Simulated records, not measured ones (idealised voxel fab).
voxel released beams: a process module
It is cross-section cut that appears here, measuring 280 nm in width, its square cells being 5 nm in size.
This document writes a cross-section as a grid whose cells are square, and gives it as bands, listed from the top down; one or more rows of cells form a band. Per band: top height and bottom height in nm, followed by the left-to-right materials and their widths in nm; "throughout" marks a single material spanning edge to edge, "empty" marks empty space. Basically, 0 is our baseline, since under it the wafer straight out of the box is all one material. The bottom band has no lower end and keeps on going down, so it looks like "0 down". A two-number width, for instance "30..40", indicates that the width is equal to the first number in the top row of the band and to the second number in the bottom row, and that it changes by a constant amount per row of cells. Basically "remained unchanged" means that step didn't change any cell in the cross-section. Reported under the label "Completely sealed voids" are the empty spaces having no open way to the top and comprising 8 cells or more; the notation for each is width x height at distance, in which the distance is measured from the left edge and all three values are in nm. Where a step's line continues beyond its settings, the continuation is a remark by the simulator itself on that step. overlay nm: right-of-plan distance of the mask on a masked step; negative values mean left-of-plan.

PLANNED PROCESS STEPS
- 1: RECEIVE: material Si
- 2: CONFORMAL_DEP: material Al2O3, thk nm 5
- 3: DIRECTIONAL_DEP: material SiO2, thk nm 10
- 4: DIRECTIONAL_DEP: material aC, thk nm 10
- 5: PATTERN: tone open, mask id ANCHOR, material resist, width nm 40, thk nm 25, overlay nm 0
- 6: DIRECTIONAL_ETCH: etch materials aC, depth nm 10
- 7: STRIP: etch materials resist
- 8: DIRECTIONAL_ETCH: etch materials SiO2, depth nm 10
- 9: STRIP: etch materials aC
- 10: CONFORMAL_DEP: material SiN, thk nm 15
- 11: MASKED_ETCH: tone cover, mask id BEAM, width nm 85, etch materials SiN, depth nm 15, overlay nm 0
- 12: STRIP: etch materials SiO2

WAFER CROSS-SECTION ON RECEIPT, I.E. AFTER STEP 1
- 0 down | Si throughout
- Completely sealed voids: none

CROSS-SECTIONAL IMAGE OF THE FIRST OF TWO WAFERS AT THE END OF THE MODULE, THE RUN HAVING PROCEEDED AS PLANNED
- 30 to 20 | 95 nm empty | 20 nm SiN | 10 nm empty | 55 nm SiN | 100 nm empty
- 20 to 15 | 95 nm empty | 85 nm SiN | 100 nm empty
- 15 to 5 | 100 nm empty | 40 nm SiN | 140 nm empty
- 5 to 0 | Al2O3 throughout
- 0 down | Si throughout
- Completely sealed voids: none

SECOND WAFER AT THE END: LIKE START, LIKE PLAN, ONE MISTAKE
- 45 to 30 | 95 nm empty | 85 nm SiN | 100 nm empty
- 30 to 15 | SiN throughout
- 15 to 5 | 100 nm SiO2 | 40 nm SiN | 140 nm SiO2
- 5 to 0 | Al2O3 throughout
- 0 down | Si throughout
- Completely sealed voids: none
Want to know what went wrong? step 10, plan: ran twice
Wrapping up, a cell-based count of both wafers puts the second over or under the first for these materials: +172 SiN | +96 SiO2
